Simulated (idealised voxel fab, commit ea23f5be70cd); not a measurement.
The following is a process module called voxel local oxidation.
210 nm wide, 5 nm square cells: that's cross-section cut.
Throughout this document, each cross-section is represented as a grid of square cells and is presented as a sequence of bands enumerated from the top downward, where a band comprises one or more rows of cells.
Read a band's entry like this: the first values are the height of its top and the height of its bottom in nm, and what follows is the sequence of materials from left to right, each with its width in nm. Note that "blank" is empty space, and that a single material marked "edge to edge" reaches across the band from edge to edge.
Heights are reckoned from 0. Under this level, the received wafer is all of one material. The bottommost band is open-ended downward, for example "0 -> down".
So if you see something like "30->40" for the width, read it as the top row of the band sitting at the first number and the bottom row at the second, with every row in between moving by the same amount as the last.
Basically "same as before" means that step didn't change any cell in the cross-section.
Entry "Closed void catalog" = empty spaces >= 8 cells with no open way to the top; each as width x height at distance, distance from left edge, all nm.
Where a step's line continues beyond its settings, the continuation is a remark by the simulator itself on that step.
For masked steps, "overlay nm" on the step line gives how far right of plan the mask actually lay; a minus sign means it lay to the left.

Listed below are the process steps as planned
1,RECEIVE with material Si
2,OXIDIZE with depth nm 5
3,CONFORMAL_DEP with material SiN, thk nm 10
4,MASKED_ETCH with tone cover, mask id ACTIVE, width nm 130, etch materials SiN, depth nm 10, overlay nm 0
5,SELECTIVE_ETCH with etch materials SiO2, depth nm 5
6,OXIDIZE with depth nm 10
7,STRIP with etch materials SiN

First of two wafers - as planned

Received-state cross-section, reflecting completion of step 1
    0 -> down = Si edge to edge
    Closed void catalog: none

How the wafer stands in section after step 2
    0 -> -5 = SiO2 edge to edge
    All layers under -5 are left as they were.

How the wafer stands in section after step 3
    10 -> 0 = SiN edge to edge
    All layers under 0 are left as they were.

How the wafer stands in section after step 4
    10 -> 0 = blank: 40, then SiN: 130, then blank: 40
    All layers under 0 are left as they were.

How the wafer stands in section after step 5
    10 -> 0 = blank: 40, then SiN: 130, then blank: 40
    0 -> -5 = blank: 45, then SiO2: 120, then blank: 45
    All layers under -5 are left as they were.

How the wafer stands in section after step 6
    10 -> 0 = blank: 40, then SiN: 130, then blank: 40
    0 -> -5 = blank: 45, then SiO2: 120, then blank: 45
    -5 -> -15 = SiO2: 55, then Si: 100, then SiO2: 55
    All layers under -15 are left as they were.

How the wafer stands in section after step 7
    0 -> -5 = blank: 45, then SiO2: 120, then blank: 45
    All layers under -5 are left as they were.

Second of two: same start, same plan, one run error; steps up to and including 6 match the first

Cross-section, second wafer, at the end time the plan gives for step 7
    -5 -> -15 = blank: 55, then Si: 100, then blank: 55
    All layers under -15 are left as they were.
What was the processing mistake? for step 7, the planned setting was not used; the step was instead run as STRIP with etch materials SiO2
Final wafer comparison in cells, second versus first, more or fewer per material: SiO2: 68 fewer
